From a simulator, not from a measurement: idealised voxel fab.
process module | voxel lift off
cross-section cut | 215 nm wide | cells 5 nm
A cross-section is a grid of square cells, given in bands from the top down. A band is one or more rows of cells.
Each band's line starts with the height of the band's top and of its bottom, in nm. Then come its materials from left to right, each with its width in nm. One material with "throughout" fills the band from edge to edge. "air" is empty space.
Height 0 is the level under which the wafer as received is all one material. The lowest band goes on downwards, as in "0 down".
A width such as "30 to 40" changes by the same amount from each row of cells to the next, from the band's top row to its bottom row.
"no change" after a step means that no cell of the cross-section changed.
closed voids: empty space of 8 cells or more with no open way to the top, each as width x height at its distance from the left edge, in nm
after a step's settings: what the simulator itself notes on the step
overlay nm, on a step with a mask: how far to the right of its planned place the mask lay; to the left if negative
plan
1 op RECEIVE | material Si
2 op CONFORMAL_DEP | material Al2O3 | thk nm 5
3 op PATTERN | tone open | mask id LINES | material resist | width nm 25 | pitch nm 45 | thk nm 25 | overlay nm 0
4 op DIRECTIONAL_DEP | material Ru | thk nm 15
5 op STRIP | etch materials resist
6 op CONFORMAL_DEP | material SiCN | thk nm 5
varied across the wafers: thk nm of step 2. The plan shows the first wafer's value. All wafers start alike
first wafer as received, after step 1
  0 down: Si throughout
  closed voids: none
each wafer at the end: cells of each material gained (+) or lost (-) since it was received, then its closed voids
thk nm 5 | +43 Al2O3 | +60 Ru | +67 SiCN | closed voids: none
thk nm 10 | +86 Al2O3 | +60 Ru | +67 SiCN | closed voids: none
thk nm 15 | +129 Al2O3 | +60 Ru | +67 SiCN | closed voids: none
thk nm 20 | +172 Al2O3 | +60 Ru | +67 SiCN | closed voids: none
thk nm 25 | +215 Al2O3 | +60 Ru | +67 SiCN | closed voids: none
